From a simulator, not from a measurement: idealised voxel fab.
Process module under the name voxel self aligned contacts
Cross-section cut spans 195 nm and uses square cells 5 nm in size.
How to read a cross-section here: the picture is a grid of square cells, written as bands going from the top down, and any band can span one or more rows of cells. A band entry consists of two parts. The first gives the height of the band's top and the height of its bottom, in nm. The rest lists the band's materials from left to right, each with its width in nm. A single material labelled with the word "all across" fills the band from edge to edge, and the word "blank" marks empty space. A quick word on heights: they are counted from 0, and under that level the wafer as it came to us is one material throughout. The lowest band is different from the rest in having no bottom; it simply continues downward, written as in "from 0 down". So if you see something like "30..40" for the width, read it as the top row of the band sitting at the first number and the bottom row at the second, with every row in between moving by the same amount as the last. "left unchanged" (step): cross-section cells unchanged, all of them. In the "Closed void inventory" entry, you get each enclosed empty space of 8 cells or more, one with no open way to the top, written width x height at distance, distance from the left edge, in nm. Where a step's line continues beyond its settings, the continuation is a remark by the simulator itself on that step. The optional step-line setting "overlay nm" applies to steps with a mask and quantifies how far to the right of its planned location the mask lay, a negative value indicating leftward placement.

[Steps in the process plan]
1 RECEIVE [material Si]
2 OXIDIZE [depth nm 5]
3 DIRECTIONAL_DEP [material polySi] [thk nm 20]
4 DIRECTIONAL_DEP [material SiN] [thk nm 20]
5 MASKED_ETCH [tone cover] [mask id GATE] [width nm 35] [pitch nm 65] [etch materials SiN] [depth nm 20] [overlay nm 0]
6 MASKED_ETCH [tone cover] [mask id GATE] [width nm 35] [pitch nm 65] [etch materials polySi] [depth nm 20] [overlay nm 0]
7 CONFORMAL_DEP [material SiN] [thk nm 5]
8 DIRECTIONAL_ETCH [etch materials SiN] [depth nm 5]
9 FILL_DEP [material SiO2] [thk nm 20]
10 CMP [height nm 50]
11 MASKED_ETCH [tone open] [mask id CONTACT] [width nm 50] [etch materials SiO2] [depth nm 55] [overlay nm 0]
12 CONFORMAL_DEP [material TiN] [thk nm 5]
13 FILL_DEP [material W] [thk nm 10]
14 CMP [height nm 50]
15 CONFORMAL_DEP [material SiCN] [thk nm 5]

[Cross-section, incoming material, after step 1]
- from 0 down = Si all across
- Closed void inventory: none

[As-planned run: cross-section of the first of two wafers at end of module]
- from 55 to 50 = SiCN all across
- from 50 to 40 = SiO2 (70), TiN (5..20), W (40..10), TiN (5..20), SiO2 (75)
- from 40 to 20 = SiO2 (40), SiN (45), TiN (5), W (10), TiN (5), SiN (45), SiO2 (45)
- from 20 to 0 = SiO2 (40), SiN (5), polySi (35), SiN (5), TiN (5), W (10), TiN (5), SiN (5), polySi (35), SiN (5), SiO2 (45)
- from 0 to -5 = SiO2 (85), TiN (20), SiO2 (90)
- from -5 down = Si all across
- Closed void inventory: none

[Wafer two, end of module, cross-section. Same start, same plan as wafer one. One mistake in the run]
- from 55 to 50 = SiCN all across
- from 50 to 45 = SiO2 (40), SiN (45), TiN (5), W (10), TiN (5), SiN (45), SiO2 (45)
- from 45 to 40 = SiO2 (40), SiN (45), TiN (20), SiN (45), SiO2 (45)
- from 40 to 20 = SiN all across
- from 20 to 0 = polySi all across
- from 0 to -5 = SiO2 all across
- from -5 down = Si all across
- Closed void inventory: none
Finding, execution versus plan: the plan's step 4 ran twice
Once processing is complete, comparing cell counts shows that the second wafer has more or fewer of certain materials than the first: +104 SiN | -156 SiO2 | -24 TiN | -24 W | +100 polySi
